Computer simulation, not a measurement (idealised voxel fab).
voxel self aligned vias: a process module
We display cut, a cross-section 230 nm in width whose square cells are each 5 nm.
A cross-section in this document is a grid of square cells, and it is written down as bands, the top band listed before the ones below it; a band is made up of one or more rows of cells.
Within each band entry, the heights of the top and of the bottom of the band appear first, in that order and in nm; the materials of the band then follow from left to right, each with its corresponding width in nm. The designation "edge to edge" on a single material indicates that it fills the band from edge to edge; the designation "blank" indicates empty space.
For the purposes of this specification, 0 denotes the height below which the wafer in its as-received condition is composed wholly of one material, and the lowermost band, lacking a lower limit, extends downward without end, as expressed in "0 nm and below".
You'd read "30->40" like this: the band's top row of cells is as wide as the first number, its bottom row is as wide as the second, and going down, every row changes width by the same amount as the row before did.
The designation "no modifications", where it is given for a processing step, indicates that no cell of the cross-section was altered in the course of that step.
The entry "Trapped voids" lists the empty spaces that cover at least 8 cells and have no open path to the top. Each is written as width x height at distance, where the distance is measured from the left edge and all three values are in nm.
If you see something after the settings on a step's line, that's the simulator's own remark about that step.
The line of a step may include "overlay nm". On a step with a mask, this value is how far to the right of its planned place the mask lay. A negative value means the mask lay to the left.
-- Steps planned for the process
- 1: RECEIVE: material Si
- 2: CONFORMAL_DEP: material SiO2, thk nm 10
- 3: CONFORMAL_DEP: material SiCN, thk nm 5
- 4: DIRECTIONAL_DEP: material SiO2, thk nm 30
- 5: MASKED_ETCH: tone open, mask id LINES, width nm 20, pitch nm 50, etch materials SiO2, depth nm 30, overlay nm 0
- 6: CONFORMAL_DEP: material TiN, thk nm 5
- 7: FILL_DEP: material Ru, thk nm 10
- 8: CMP: height nm 45
- 9: SELECTIVE_ETCH: etch materials W Ru TiN, depth nm 10
- 10: FILL_DEP: material SiN, thk nm 10
- 11: CMP: height nm 45
- 12: DIRECTIONAL_DEP: material SiO2, thk nm 15
- 13: PATTERN: tone open, mask id VIAS, material resist, width nm 30, thk nm 20, overlay nm 0
- 14: DIRECTIONAL_ETCH: etch materials SiO2, depth nm 15
- 15: DIRECTIONAL_ETCH: etch materials SiN, depth nm 10
- 16: STRIP: etch materials resist
- 17: CONFORMAL_DEP: material TiN, thk nm 5
- 18: FILL_DEP: material W, thk nm 5
- 19: CMP: height nm 60
- 20: CONFORMAL_DEP: material SiCN, thk nm 5
The plan's step 20 thk nm is the first wafer's value; the wafers differ in this setting and start identical.
-- Cross-section of the first of several received wafers, showing its state after step 1
0 nm and below | Si edge to edge
Trapped voids: none
-- Module end state after final step 20: cross-section of the first of several wafers
65 nm to 60 nm | SiCN edge to edge
60 nm to 50 nm | SiO2 75 nm / TiN 5 nm / W 20 nm / TiN 5 nm / SiO2 125 nm
50 nm to 45 nm | SiO2 75 nm / TiN 10 nm / W 10 nm / TiN 10 nm / SiO2 125 nm
45 nm to 40 nm | SiO2 80 nm / TiN 5 nm / W 10 nm / TiN 5 nm / SiO2 30 nm / SiN 20 nm / SiO2 80 nm
40 nm to 35 nm | SiO2 80 nm / TiN 20 nm / SiO2 30 nm / SiN 20 nm / SiO2 80 nm
35 nm to 20 nm | SiO2 80 nm / TiN 5 nm / Ru 10 nm / TiN 5 nm / SiO2 30 nm / TiN 5 nm / Ru 10 nm / TiN 5 nm / SiO2 80 nm
20 nm to 15 nm | SiO2 80 nm / TiN 20 nm / SiO2 30 nm / TiN 20 nm / SiO2 80 nm
15 nm to 10 nm | SiCN edge to edge
10 nm to 0 nm | SiO2 edge to edge
0 nm and below | Si edge to edge
Trapped voids: none
-- Showing the last wafer in cross-section at the end of the module
80 nm to 60 nm | SiCN edge to edge
60 nm to 50 nm | SiO2 75 nm / TiN 5 nm / W 20 nm / TiN 5 nm / SiO2 125 nm
50 nm to 45 nm | SiO2 75 nm / TiN 10 nm / W 10 nm / TiN 10 nm / SiO2 125 nm
45 nm to 40 nm | SiO2 80 nm / TiN 5 nm / W 10 nm / TiN 5 nm / SiO2 30 nm / SiN 20 nm / SiO2 80 nm
40 nm to 35 nm | SiO2 80 nm / TiN 20 nm / SiO2 30 nm / SiN 20 nm / SiO2 80 nm
35 nm to 20 nm | SiO2 80 nm / TiN 5 nm / Ru 10 nm / TiN 5 nm / SiO2 30 nm / TiN 5 nm / Ru 10 nm / TiN 5 nm / SiO2 80 nm
20 nm to 15 nm | SiO2 80 nm / TiN 20 nm / SiO2 30 nm / TiN 20 nm / SiO2 80 nm
15 nm to 10 nm | SiCN edge to edge
10 nm to 0 nm | SiO2 edge to edge
0 nm and below | Si edge to edge
Trapped voids: none
-- Below is a per-wafer table. In it, each row describes the wafer at the end of the module by giving, for each material, the number of cells gained (+) or lost (-) since the wafer was received, and after that the closed voids of the wafer
thk nm 5 | +12 Ru | +92 SiCN | +8 SiN | +440 SiO2 | +34 TiN | +12 W | Trapped voids: none
thk nm 10 | +12 Ru | +138 SiCN | +8 SiN | +440 SiO2 | +34 TiN | +12 W | Trapped voids: none
thk nm 15 | +12 Ru | +184 SiCN | +8 SiN | +440 SiO2 | +34 TiN | +12 W | Trapped voids: none
thk nm 20 | +12 Ru | +230 SiCN | +8 SiN | +440 SiO2 | +34 TiN | +12 W | Trapped voids: none
